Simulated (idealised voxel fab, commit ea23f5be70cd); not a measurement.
The process module presented herein is designated voxel released beams.
cross-section cut | 240 nm wide | cells 5 nm
This document writes a cross-section as a grid whose cells are square, and gives it as bands, listed from the top down; one or more rows of cells form a band. Per band: top height and bottom height in nm, followed by the left-to-right materials and their widths in nm; "throughout" marks a single material spanning edge to edge, "air" marks empty space. Heights from 0 (as-received wafer is one material below). Bottom band endless downward, as "0 down". The width entry "30..40" should be interpreted row by row: the top row of cells in the band takes the first number, the bottom row takes the second number, and the change between adjacent rows is uniform throughout. "nothing was modified" -> step changed no cross-section cell. "Closed void catalog": empty spaces of 8 cells or more with no open way to the top, each given as width x height at distance, distance from the left edge, all in nm. Text after the settings on a step's line: the simulator's own remark on that step. A step's line can hold "overlay nm"; with a mask on that step, the setting says how far right of the planned place the mask lay, while a negative setting says it lay to the left.

List of planned process steps:
1. RECEIVE: material Si
2. CONFORMAL_DEP: material Al2O3, thk nm 5
3. DIRECTIONAL_DEP: material SiO2, thk nm 20
4. MASKED_ETCH: tone open, mask id ANCHOR, width nm 25, etch materials SiO2, depth nm 20, overlay nm 0
5. CONFORMAL_DEP: material polySi, thk nm 10
6. MASKED_ETCH: tone cover, mask id BEAM, width nm 110, etch materials polySi, depth nm 10, overlay nm 0
7. STRIP: etch materials SiO2

Delivered wafer in cross-section: state after step 1:
* 0 down | Si throughout
* Closed void catalog: none

First of two wafers: cross-section at end of module, run per plan:
* 35 to 25 | air 60 nm, polySi 15 nm, air 5 nm, polySi 90 nm, air 70 nm
* 25 to 15 | air 65 nm, polySi 10 nm, air 5 nm, polySi 10 nm, air 150 nm
* 15 to 5 | air 65 nm, polySi 25 nm, air 150 nm
* 5 to 0 | Al2O3 throughout
* 0 down | Si throughout
* Closed void catalog: none

This is the second of the two wafers, cross-sectioned at the end of the module; it started exactly like the first and was given the same plan, but it was run with one mistake:
* 35 to 25 | air 60 nm, polySi 15 nm, air 10 nm, polySi 85 nm, air 70 nm
* 25 to 15 | air 65 nm, polySi 10 nm, air 10 nm, polySi 10 nm, air 145 nm
* 15 to 5 | air 65 nm, polySi 30 nm, air 145 nm
* 5 to 0 | Al2O3 throughout
* 0 down | Si throughout
* Closed void catalog: none
Heads up, the wafer didn't run the way we planned it: in deviation from the planned setting, step 4 was conducted as MASKED_ETCH: tone open, mask id ANCHOR, width nm 30, etch materials SiO2, depth nm 20, overlay nm 0
So at the finish, the second wafer's got exactly as many cells of each material as the first, just not in the same spots.
